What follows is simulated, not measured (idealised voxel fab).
Title: Process Module voxel local oxidation
For reference, the cross-section in this document is cut, with width 285 nm and square cells of 5 nm.
Just so we're on the same page, the cross-sections are grids of square cells, and they're listed out in bands top to bottom, each band one or more rows deep. Per band: top height and bottom height in nm, followed by the left-to-right materials and their widths in nm; "everywhere" marks a single material spanning edge to edge, "blank" marks empty space. Height datum 0, below which the as-received substrate wafer is one material. Lowest band open at the bottom, running downward: "z 0 and below". You'd read "30 to 40" like this: the band's top row of cells is as wide as the first number, its bottom row is as wide as the second, and going down, every row changes width by the same amount as the row before did. "nothing got changed" means the step left every cell of the cross-section as it was. In "Voids, sealed" the enclosed voids are listed, meaning empty spaces of 8 cells or larger without any opening to the top. The form is width x height at distance, distance from the left edge, units nm. Note: text after step settings on the step line = simulator remark on that step. "overlay nm" answers the question of how far to the right of plan the mask lay on a step that has a mask, and when it is negative the answer is to the left.
**So here's the lineup of process steps we planned**
1,RECEIVE [material Si]
2,OXIDIZE [depth nm 5]
3,CONFORMAL_DEP [material SiN] [thk nm 15]
4,DIRECTIONAL_DEP [material aC] [thk nm 10]
5,PATTERN [tone cover] [mask id ACTIVE] [material resist] [width nm 105] [pitch nm 125] [thk nm 25] [overlay nm 0]
6,DIRECTIONAL_ETCH [etch materials aC] [depth nm 10]
7,STRIP [etch materials resist]
8,DIRECTIONAL_ETCH [etch materials SiN] [depth nm 15]
9,STRIP [etch materials aC]
10,SELECTIVE_ETCH [etch materials SiO2] [depth nm 5]
11,OXIDIZE [depth nm 15]
12,STRIP [etch materials SiN]
**Shown in cross-section is the wafer as received, that is, as it stands after step 1**
- z 0 and below = Si everywhere
- Voids, sealed: none
**Cross-section, first of two wafers, end of module, run as planned**
- z 0 to -5 = 30 blank, then 95 SiO2, then 30 blank, then 95 SiO2, then 35 blank
- z -5 to -20 = 45 SiO2, then 65 Si, then 60 SiO2, then 65 Si, then 50 SiO2
- z -20 and below = Si everywhere
- Voids, sealed: none
**Cross-section, second wafer: same start as the first, same plan as the first, one mistake in running it; taken at the end of the module**
- z 0 to -5 = 40 blank, then 75 SiO2, then 50 blank, then 75 SiO2, then 45 blank
- z -5 to -20 = 55 SiO2, then 45 Si, then 80 SiO2, then 45 Si, then 60 SiO2
- z -20 and below = Si everywhere
- Voids, sealed: none
Here's what went sideways: heads up, step 10 didn't go per plan, it actually ran as SELECTIVE_ETCH [etch materials SiO2] [depth nm 15]
The final cell counts differ between the wafers, with the second having more or fewer of some materials than the first: 24 fewer of Si; 16 more of SiO2
